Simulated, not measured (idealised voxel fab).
Presented below is a process module, voxel tone inversion.
In the cross-section labelled cut, the width is 175 nm and each square cell is 5 nm.
In this document a cross-section is written as a grid of square cells. It is given as a series of bands, listed from the top down, and a band is one or more rows of cells.
Per band: top height and bottom height in nm, followed by the left-to-right materials and their widths in nm; "throughout" marks a single material spanning edge to edge, "empty" marks empty space.
Ref level 0: as-received wafer is one material below here. Bottom band extends down with no lower bound ("0 nm and below").
Width: "30->40" (first number = top row, second number = bottom row, same change from row to row of cells).
"nothing changed", as given for a step, is the statement that not any cell of the cross-section underwent a change during that step.
The entry "Closed void table" lists the empty spaces that cover at least 8 cells and have no open path to the top. Each is written as width x height at distance, where the distance is measured from the left edge and all three values are in nm.
Post-settings text on a step line: simulator's own remark regarding the step.
A step line may carry the setting "overlay nm", which, for steps involving a mask, states the distance by which the mask lay to the right of its intended position; negative values denote displacement to the left.

-- Process steps - plan
step 1: RECEIVE, material Si
step 2: CONFORMAL_DEP, material SiN, thk nm 5
step 3: DIRECTIONAL_DEP, material aC, thk nm 20
step 4: PATTERN, tone cover, mask id POSTS, material resist, width nm 15, pitch nm 40, thk nm 25, overlay nm 0
step 5: DIRECTIONAL_ETCH, etch materials aC, depth nm 20
step 6: STRIP, etch materials resist
step 7: FILL_DEP, material SiO2, thk nm 10
step 8: CMP, height nm 25
step 9: STRIP, etch materials aC
step 10: CONFORMAL_DEP, material TiN, thk nm 5
step 11: FILL_DEP, material Cu, thk nm 5
step 12: CMP, height nm 25
step 13: CONFORMAL_DEP, material SiN, thk nm 5
The wafers in this document start out alike and differ in the width nm applied at step 4; the plan shows the value used for the first wafer.

-- As received, i.e. after step 1: cross-section through the first of several wafers
    0 nm and below = Si throughout
    Closed void table: none

-- Per wafer (row), end of module: delta in cells per material since receipt, (+) for gained, (-) for lost; closed voids after that
width nm 15; +12 Cu; +70 SiN; +92 SiO2; +36 TiN; Closed void table: none
width nm 20; +24 Cu; +70 SiN; +76 SiO2; +40 TiN; Closed void table: none
width nm 25; +36 Cu; +70 SiN; +60 SiO2; +44 TiN; Closed void table: none
